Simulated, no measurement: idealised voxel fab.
Process module name: voxel trench capacitor
In the cross-section labelled cut, the width is 245 nm and each square cell is 5 nm.
A cross-section is written here as square cells arranged in a grid, and it is given in bands from the top down, each band taking up one or more rows of cells. First you get the band's top height and its bottom height, in nm, and then the materials it's made of, left to right, with each width in nm. If you see a single material with "everywhere", that one covers the band edge to edge. "blank" is empty space. Zero point of the height axis is 0; under it, received wafer = one material. Lowest band: continues down indefinitely, "top 0, no bottom". A two-number width, for instance "30 to 40", indicates that the width is equal to the first number in the top row of the band and to the second number in the bottom row, and that it changes by a constant amount per row of cells. "everything unchanged" -> step changed no cross-section cell. Listed in "Closed void listing": every empty space of 8 or more cells without an open way to the top. Form: width x height at distance, the distance being from the left edge, all in nm. Text after the settings on a step's line: the simulator's own remark on that step. "overlay nm" answers the question of how far to the right of plan the mask lay on a step that has a mask, and when it is negative the answer is to the left.
**Listed below are the process steps as planned**
1. RECEIVE (material Si)
2. CONFORMAL_DEP (material SiN; thk nm 10)
3. MASKED_ETCH (tone open; mask id TRENCH; width nm 15; pitch nm 30; etch materials SiN; depth nm 10; overlay nm 0)
4. MASKED_ETCH (tone open; mask id TRENCH; width nm 15; pitch nm 30; etch materials Si; depth nm 30; overlay nm 0)
5. CONFORMAL_DEP (material Al2O3; thk nm 5)
6. FILL_DEP (material polySi; thk nm 5)
7. CMP (height nm 10)
**Step 1 complete: cross-section of the wafer as received**
    top 0, no bottom: Si everywhere
    Closed void listing: none
**a wafer at the end: this start, this plan, one mistake**
    top 10, bottom 0: SiN: 70, Al2O3: 5, polySi: 5, Al2O3: 5, SiN: 15, Al2O3: 5, polySi: 5, Al2O3: 5, SiN: 15, Al2O3: 5, polySi: 5, Al2O3: 5, SiN: 15, Al2O3: 5, polySi: 5, Al2O3: 5, SiN: 70
    top 0, bottom -55: Si: 70, Al2O3: 5, polySi: 5, Al2O3: 5, Si: 15, Al2O3: 5, polySi: 5, Al2O3: 5, Si: 15, Al2O3: 5, polySi: 5, Al2O3: 5, Si: 15, Al2O3: 5, polySi: 5, Al2O3: 5, Si: 70
    top -55, bottom -60: Si: 70, Al2O3: 15, Si: 15, Al2O3: 15, Si: 15, Al2O3: 15, Si: 15, Al2O3: 15, Si: 70
    top -60, no bottom: Si everywhere
    Closed void listing: none
Heads up, the wafer didn't run the way we planned it: the plan's step 4 ran twice
